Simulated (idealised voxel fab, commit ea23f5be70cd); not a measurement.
Module name: voxel capacitor over wiring (process module)
The cross-section shown here is cut; it is 230 nm wide and divided into square cells measuring 5 nm on a side.
A cross-section is written here as square cells arranged in a grid, and it is given in bands from the top down, each band taking up one or more rows of cells. For a band, the entry starts with two heights in nm, that of the top and then that of the bottom, and carries on with the band's materials in order from left to right, each alongside its width in nm; the word "everywhere" beside a single material means it fills the band edge to edge, and "empty" means empty space. It should be noted that heights are counted from 0, beneath which the wafer as supplied is of one material throughout, and that the lowest band possesses no lower boundary but continues downward, as written in "0 -> down". A two-number width, for instance "30->40", indicates that the width is equal to the first number in the top row of the band and to the second number in the bottom row, and that it changes by a constant amount per row of cells. No cell of the cross-section changed in a step that is given as "all unchanged". This entry, "Non-vented voids", enumerates those empty regions of no fewer than 8 cells that possess no open connection to the top. Each region is reported in the form width x height at distance, the distance being taken from the left edge, with all three quantities expressed in nm. It should be noted that, on the line of a given step, the content following the step's settings is a remark produced by the simulator itself with respect to that step. You can add "overlay nm" to a step's line. For a step with a mask, it describes how far the mask lay to the right of its planned position, and a negative number describes a lay to the left.
The steps planned for the process are as follows
1) op RECEIVE | material Si
2) op CONFORMAL_DEP | material SiO2 | thk nm 15
3) op DIRECTIONAL_DEP | material TiN | thk nm 5
4) op DIRECTIONAL_DEP | material Ru | thk nm 20
5) op PATTERN | tone cover | mask id METAL_1 | material resist | width nm 30 | pitch nm 80 | thk nm 20 | overlay nm 0
6) op DIRECTIONAL_ETCH | etch materials Ru | depth nm 20
7) op DIRECTIONAL_ETCH | etch materials TiN | depth nm 5
8) op STRIP | etch materials resist
9) op CONFORMAL_DEP | material SiN | thk nm 5
10) op FILL_DEP | material lowk | thk nm 10
11) op CMP | height nm 40
12) op CONFORMAL_DEP | material SiCN | thk nm 5
13) op DIRECTIONAL_DEP | material lowk | thk nm 15
14) op MASKED_ETCH | tone open | mask id PLUG_1 | width nm 15 | etch materials lowk | depth nm 15 | overlay nm 0
15) op MASKED_ETCH | tone open | mask id PLUG_1 | width nm 15 | etch materials SiCN | depth nm 5 | overlay nm 0
16) op CONFORMAL_DEP | material TiN | thk nm 5
17) op FILL_DEP | material W | thk nm 5
18) op CMP | height nm 60
19) op DIRECTIONAL_DEP | material TiN | thk nm 5
20) op DIRECTIONAL_DEP | material HfO2 | thk nm 5
21) op DIRECTIONAL_DEP | material TiN | thk nm 5
22) op PATTERN | tone cover | mask id UPPER_PLATE | material resist | width nm 55 | thk nm 20 | overlay nm 0
23) op DIRECTIONAL_ETCH | etch materials TiN | depth nm 5
24) op DIRECTIONAL_ETCH | etch materials HfO2 | depth nm 5
25) op STRIP | etch materials resist
26) op DIRECTIONAL_DEP | material aC | thk nm 15
27) op PATTERN | tone cover | mask id LOWER_PLATE | material resist | width nm 65 | thk nm 30 | overlay nm 0
28) op DIRECTIONAL_ETCH | etch materials aC | depth nm 15
29) op STRIP | etch materials resist
30) op DIRECTIONAL_ETCH | etch materials TiN | depth nm 5
31) op STRIP | etch materials aC
32) op FILL_DEP | material SiO2 | thk nm 15
33) op CMP | height nm 85
34) op DIRECTIONAL_DEP | material aC | thk nm 10
35) op PATTERN | tone open | mask id PLUG_2 | material resist | width nm 15 | thk nm 30 | overlay nm 0
36) op DIRECTIONAL_ETCH | etch materials aC | depth nm 10
37) op STRIP | etch materials resist
38) op DIRECTIONAL_ETCH | etch materials SiO2 | depth nm 10
39) op STRIP | etch materials aC
40) op CONFORMAL_DEP | material TiN | thk nm 5
41) op FILL_DEP | material W | thk nm 10
42) op CMP | height nm 85
43) op CONFORMAL_DEP | material SiCN | thk nm 5
first wafer, as planned
Cross-sectional view of the wafer in its as-received condition, corresponding to the state after step 1
	0 -> down: Si everywhere
	Non-vented voids: none
Step 2 complete: cross-section through the wafer
	15 -> 0: SiO2 everywhere
	Note: structure below 0 unchanged.
Step 3 complete: cross-section through the wafer
	20 -> 15: TiN everywhere
	Note: structure below 15 unchanged.
Step 4 complete: cross-section through the wafer
	40 -> 20: Ru everywhere
	Note: structure below 20 unchanged.
Step 5 complete: cross-section through the wafer
	60 -> 40: 60 of empty, then 30 of resist, then 50 of empty, then 30 of resist, then 60 of empty
	Note: structure below 40 unchanged.
Step 6 complete: cross-section through the wafer
	60 -> 40: 60 of empty, then 30 of resist, then 50 of empty, then 30 of resist, then 60 of empty
	40 -> 20: 60 of empty, then 30 of Ru, then 50 of empty, then 30 of Ru, then 60 of empty
	Note: structure below 20 unchanged.
Step 7 complete: cross-section through the wafer
	60 -> 40: 60 of empty, then 30 of resist, then 50 of empty, then 30 of resist, then 60 of empty
	40 -> 20: 60 of empty, then 30 of Ru, then 50 of empty, then 30 of Ru, then 60 of empty
	20 -> 15: 60 of empty, then 30 of TiN, then 50 of empty, then 30 of TiN, then 60 of empty
	Note: structure below 15 unchanged.
Step 8 complete: cross-section through the wafer
	40 -> 20: 60 of empty, then 30 of Ru, then 50 of empty, then 30 of Ru, then 60 of empty
	Note: structure below 20 unchanged.
Step 9 complete: cross-section through the wafer
	45 -> 40: 55 of empty, then 40 of SiN, then 40 of empty, then 40 of SiN, then 55 of empty
	40 -> 20: 55 of empty, then 5 of SiN, then 30 of Ru, then 5 of SiN, then 40 of empty, then 5 of SiN, then 30 of Ru, then 5 of SiN, then 55 of empty
	20 -> 15: 60 of SiN, then 30 of TiN, then 50 of SiN, then 30 of TiN, then 60 of SiN
	Note: structure below 15 unchanged.
Step 10 complete: cross-section through the wafer
	55 -> 45: lowk everywhere
	45 -> 40: 55 of lowk, then 40 of SiN, then 40 of lowk, then 40 of SiN, then 55 of lowk
	40 -> 20: 55 of lowk, then 5 of SiN, then 30 of Ru, then 5 of SiN, then 40 of lowk, then 5 of SiN, then 30 of Ru, then 5 of SiN, then 55 of lowk
	Note: structure below 20 unchanged.
Step 11 complete: cross-section through the wafer
	40 -> 20: 55 of lowk, then 5 of SiN, then 30 of Ru, then 5 of SiN, then 40 of lowk, then 5 of SiN, then 30 of Ru, then 5 of SiN, then 55 of lowk
	Note: structure below 20 unchanged.
Step 12 complete: cross-section through the wafer
	45 -> 40: SiCN everywhere
	Note: structure below 40 unchanged.
Step 13 complete: cross-section through the wafer
	60 -> 45: lowk everywhere
	Note: structure below 45 unchanged.
Step 14 complete: cross-section through the wafer
	60 -> 45: 75 of lowk, then 15 of empty, then 140 of lowk
	Note: structure below 45 unchanged.
Step 15 complete: cross-section through the wafer
	60 -> 45: 75 of lowk, then 15 of empty, then 140 of lowk
	45 -> 40: 75 of SiCN, then 15 of empty, then 140 of SiCN
	Note: structure below 40 unchanged.
Step 16 complete: cross-section through the wafer
	65 -> 60: 80 of TiN, then 5 of empty, then 145 of TiN
	60 -> 45: 75 of lowk, then 5 of TiN, then 5 of empty, then 5 of TiN, then 140 of lowk
	45 -> 40: 75 of SiCN, then 15 of TiN, then 140 of SiCN
	Note: structure below 40 unchanged.
Step 17 complete: cross-section through the wafer
	70 -> 65: W everywhere
	65 -> 60: 80 of TiN, then 5 of W, then 145 of TiN
	60 -> 45: 75 of lowk, then 5 of TiN, then 5 of W, then 5 of TiN, then 140 of lowk
	Note: structure below 45 unchanged.
Step 18 complete: cross-section through the wafer
	60 -> 45: 75 of lowk, then 5 of TiN, then 5 of W, then 5 of TiN, then 140 of lowk
	Note: structure below 45 unchanged.
Step 19 complete: cross-section through the wafer
	65 -> 60: TiN everywhere
	Note: structure below 60 unchanged.
Step 20 complete: cross-section through the wafer
	70 -> 65: HfO2 everywhere
	Note: structure below 65 unchanged.
Step 21 complete: cross-section through the wafer
	75 -> 70: TiN everywhere
	Note: structure below 70 unchanged.
Step 22 complete: cross-section through the wafer
	95 -> 75: 75 of empty, then 55 of resist, then 100 of empty
	Note: structure below 75 unchanged.
Step 23 complete: cross-section through the wafer
	95 -> 75: 75 of empty, then 55 of resist, then 100 of empty
	75 -> 70: 75 of empty, then 55 of TiN, then 100 of empty
	Note: structure below 70 unchanged.
Step 24 complete: cross-section through the wafer
	95 -> 75: 75 of empty, then 55 of resist, then 100 of empty
	75 -> 70: 75 of empty, then 55 of TiN, then 100 of empty
	70 -> 65: 75 of empty, then 55 of HfO2, then 100 of empty
	Note: structure below 65 unchanged.
Step 25 complete: cross-section through the wafer
	75 -> 70: 75 of empty, then 55 of TiN, then 100 of empty
	Note: structure below 70 unchanged.
Step 26 complete: cross-section through the wafer
	90 -> 80: 75 of empty, then 55 of aC, then 100 of empty
	80 -> 75: aC everywhere
	75 -> 70: 75 of aC, then 55 of TiN, then 100 of aC
	70 -> 65: 75 of aC, then 55 of HfO2, then 100 of aC
	Note: structure below 65 unchanged.
Step 27 complete: cross-section through the wafer
	120 -> 90: 70 of empty, then 65 of resist, then 95 of empty
	90 -> 80: 70 of empty, then 5 of resist, then 55 of aC, then 5 of resist, then 95 of empty
	Note: structure below 80 unchanged.
Step 28 complete: cross-section through the wafer
	105 -> 90: 70 of empty, then 65 of resist, then 95 of empty
	90 -> 80: 70 of empty, then 5 of resist, then 55 of aC, then 5 of resist, then 95 of empty
	80 -> 75: 70 of empty, then 65 of aC, then 95 of empty
	75 -> 70: 70 of empty, then 5 of aC, then 55 of TiN, then 5 of aC, then 95 of empty
	70 -> 65: 70 of empty, then 5 of aC, then 55 of HfO2, then 5 of aC, then 95 of empty
	Note: structure below 65 unchanged.
Step 29 complete: cross-section through the wafer
	90 -> 80: 75 of empty, then 55 of aC, then 100 of empty
	Note: structure below 80 unchanged.
Step 30 complete: cross-section through the wafer
	90 -> 80: 75 of empty, then 55 of aC, then 100 of empty
	80 -> 75: 70 of empty, then 65 of aC, then 95 of empty
	75 -> 70: 70 of empty, then 5 of aC, then 55 of TiN, then 5 of aC, then 95 of empty
	70 -> 65: 70 of empty, then 5 of aC, then 55 of HfO2, then 5 of aC, then 95 of empty
	65 -> 60: 70 of empty, then 65 of TiN, then 95 of empty
	Note: structure below 60 unchanged.
Step 31 complete: cross-section through the wafer
	75 -> 70: 75 of empty, then 55 of TiN, then 100 of empty
	70 -> 65: 75 of empty, then 55 of HfO2, then 100 of empty
	Note: structure below 65 unchanged.
Step 32 complete: cross-section through the wafer
	90 -> 75: SiO2 everywhere
	75 -> 70: 75 of SiO2, then 55 of TiN, then 100 of SiO2
	70 -> 65: 75 of SiO2, then 55 of HfO2, then 100 of SiO2
	65 -> 60: 70 of SiO2, then 65 of TiN, then 95 of SiO2
	Note: structure below 60 unchanged.
Step 33 complete: cross-section through the wafer
	85 -> 75: SiO2 everywhere
	Note: structure below 75 unchanged.
Step 34 complete: cross-section through the wafer
	95 -> 85: aC everywhere
	Note: structure below 85 unchanged.
Step 35 complete: cross-section through the wafer
	125 -> 95: 85 of resist, then 15 of empty, then 130 of resist
	Note: structure below 95 unchanged.
Step 36 complete: cross-section through the wafer
	115 -> 95: 85 of resist, then 15 of empty, then 130 of resist
	95 -> 85: 85 of aC, then 15 of empty, then 130 of aC
	Note: structure below 85 unchanged.
Step 37 complete: cross-section through the wafer
	95 -> 85: 85 of aC, then 15 of empty, then 130 of aC
	Note: structure below 85 unchanged.
Step 38 complete: cross-section through the wafer
	95 -> 85: 85 of aC, then 15 of empty, then 130 of aC
	85 -> 75: 85 of SiO2, then 15 of empty, then 130 of SiO2
	Note: structure below 75 unchanged.
Step 39 complete: cross-section through the wafer
	85 -> 75: 85 of SiO2, then 15 of empty, then 130 of SiO2
	Note: structure below 75 unchanged.
Step 40 complete: cross-section through the wafer
	90 -> 85: 90 of TiN, then 5 of empty, then 135 of TiN
	85 -> 80: 85 of SiO2, then 5 of TiN, then 5 of empty, then 5 of TiN, then 130 of SiO2
	80 -> 70: 85->75 of SiO2, then 15->55 of TiN, then 130->100 of SiO2
	Note: structure below 70 unchanged.
Step 41 complete: cross-section through the wafer
	100 -> 90: W everywhere
	90 -> 85: 90 of TiN, then 5 of W, then 135 of TiN
	85 -> 80: 85 of SiO2, then 5 of TiN, then 5 of W, then 5 of TiN, then 130 of SiO2
	Note: structure below 80 unchanged.
Step 42 complete: cross-section through the wafer
	85 -> 80: 85 of SiO2, then 5 of TiN, then 5 of W, then 5 of TiN, then 130 of SiO2
	Note: structure below 80 unchanged.
Step 43 complete: cross-section through the wafer
	90 -> 85: SiCN everywhere
	Note: structure below 85 unchanged.
Wafer two: like wafer one in start and plan, but with one mistake in execution; identical up to and including step 34
Second wafer at the planned finish of step 35, seen in cross-section
	125 -> 95: 85 of empty, then 15 of resist, then 130 of empty
	Note: structure below 95 unchanged.
Second wafer at the planned finish of step 36, seen in cross-section
	115 -> 95: 85 of empty, then 15 of resist, then 130 of empty
	95 -> 85: 85 of empty, then 15 of aC, then 130 of empty
	Note: structure below 85 unchanged.
Second wafer at the planned finish of step 37, seen in cross-section
	95 -> 85: 85 of empty, then 15 of aC, then 130 of empty
	Note: structure below 85 unchanged.
Second wafer at the planned finish of step 38, seen in cross-section
	95 -> 85: 85 of empty, then 15 of aC, then 130 of empty
	85 -> 75: 85 of empty, then 15 of SiO2, then 130 of empty
	Note: structure below 75 unchanged.
Second wafer at the planned finish of step 39, seen in cross-section
	85 -> 75: 85 of empty, then 15 of SiO2, then 130 of empty
	Note: structure below 75 unchanged.
Second wafer at the planned finish of step 40, seen in cross-section
	90 -> 85: 80 of empty, then 25 of TiN, then 125 of empty
	85 -> 80: 80 of empty, then 5 of TiN, then 15 of SiO2, then 5 of TiN, then 125 of empty
	80 -> 75: 85 of TiN, then 15 of SiO2, then 130 of TiN
	Note: structure below 75 unchanged.
Second wafer at the planned finish of step 41, seen in cross-section
	100 -> 90: W everywhere
	90 -> 85: 80 of W, then 25 of TiN, then 125 of W
	85 -> 80: 80 of W, then 5 of TiN, then 15 of SiO2, then 5 of TiN, then 125 of W
	Note: structure below 80 unchanged.
Second wafer at the planned finish of step 42, seen in cross-section
	85 -> 80: 80 of W, then 5 of TiN, then 15 of SiO2, then 5 of TiN, then 125 of W
	Note: structure below 80 unchanged.
Second wafer at the planned finish of step 43, seen in cross-section
	90 -> 85: SiCN everywhere
	Note: structure below 85 unchanged.
what went wrong: step 35 ran with different settings than intended, the actual operation and settings being op PATTERN | tone cover | mask id PLUG_2 | material resist | width nm 15 | thk nm 30 | overlay nm 0
Counted in cells at the end, the second wafer holds more or fewer of these materials than the first: SiO2: 80 fewer | TiN: 40 more | W: 40 more
